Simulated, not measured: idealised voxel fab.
Module name: voxel ribs on slabs (process module)
Pictured: cross-section cut, 240 nm wide, on a grid of 5 nm square cells.
When this document writes out a cross-section, it uses a grid of square cells and lists it as bands, beginning at the top and moving down, with a band standing for one or more rows of cells.
Heads up on the band format: heights come first, top then bottom, in nm. After that it's the materials left to right, each with its width in nm. A single material flagged "edge to edge" fills the whole band edge to edge, and "blank" means there's empty space there.
Heights from 0 (as-received wafer is one material below). Bottom band endless downward, as "z 0 and below".
Per-row width for "30 to 40": begins at first number (top row of band), ends at second number (bottom row), increment between rows held constant.
Take "everything unchanged" at face value: in the step it is given for, the cross-section changed in none of its cells.
The entry "Enclosed void catalog" lists the empty spaces that cover at least 8 cells and have no open path to the top. Each is written as width x height at distance, where the distance is measured from the left edge and all three values are in nm.
Past the settings on a step's line: simulator remark, on that step.
overlay nm: on a step with a mask, how far right of its planned place the mask lay; negative means left.

-- Below is the list of planned process steps
- 1: RECEIVE,material Si
- 2: DIRECTIONAL_DEP,material SiO2,thk nm 25
- 3: DIRECTIONAL_DEP,material SiN,thk nm 25
- 4: PATTERN,tone cover,mask id RIB,material resist,width nm 30,thk nm 20,overlay nm 0
- 5: DIRECTIONAL_ETCH,etch materials SiN,depth nm 5
- 6: STRIP,etch materials resist
- 7: PATTERN,tone cover,mask id SLAB,material resist,width nm 90,thk nm 15,overlay nm 0
- 8: DIRECTIONAL_ETCH,etch materials SiN,depth nm 20
- 9: STRIP,etch materials resist
- 10: FILL_DEP,material SiO2,thk nm 20
- 11: CMP,height nm 65
- 12: DIRECTIONAL_DEP,material W,thk nm 5
- 13: DIRECTIONAL_DEP,material aC,thk nm 10
- 14: PATTERN,tone cover,mask id HEATER,material resist,width nm 40,thk nm 30,overlay nm 0
- 15: DIRECTIONAL_ETCH,etch materials aC,depth nm 10
- 16: STRIP,etch materials resist
- 17: DIRECTIONAL_ETCH,etch materials W,depth nm 5
- 18: STRIP,etch materials aC
- 19: CONFORMAL_DEP,material SiO2,thk nm 5

-- Cross-section of the wafer at receipt, which is the condition after step 1
z 0 and below  Si edge to edge
Enclosed void catalog: none

-- Here's the cross-section of the first of our two wafers at the end of the module - it ran as planned
z 75 to 70  95 of blank; 50 of SiO2; 95 of blank
z 70 to 65  100 of SiO2; 40 of W; 100 of SiO2
z 65 to 50  SiO2 edge to edge
z 50 to 45  105 of SiO2; 30 of SiN; 105 of SiO2
z 45 to 25  75 of SiO2; 90 of SiN; 75 of SiO2
z 25 to 0  SiO2 edge to edge
z 0 and below  Si edge to edge
Enclosed void catalog: none

-- Wafer two (of two), end-of-module cross-section: start = wafer one, plan = wafer one, one run mistake
z 75 to 70  95 of blank; 50 of SiO2; 95 of blank
z 70 to 65  100 of SiO2; 40 of W; 100 of SiO2
z 65 to 50  SiO2 edge to edge
z 50 to 45  75 of SiO2; 30 of SiN; 30 of SiO2; 30 of SiN; 75 of SiO2
z 45 to 30  75 of SiO2; 90 of SiN; 75 of SiO2
z 30 to 25  SiN edge to edge
z 25 to 0  SiO2 edge to edge
z 0 and below  Si edge to edge
Enclosed void catalog: none
The plan and the run diverged here: contrary to plan, step 4 was performed as PATTERN,tone open,mask id RIB,material resist,width nm 30,thk nm 20,overlay nm 0
Looking at both finished wafers in cells, the second ends up ahead of or behind the first on some materials: 36 more of SiN | 36 fewer of SiO2
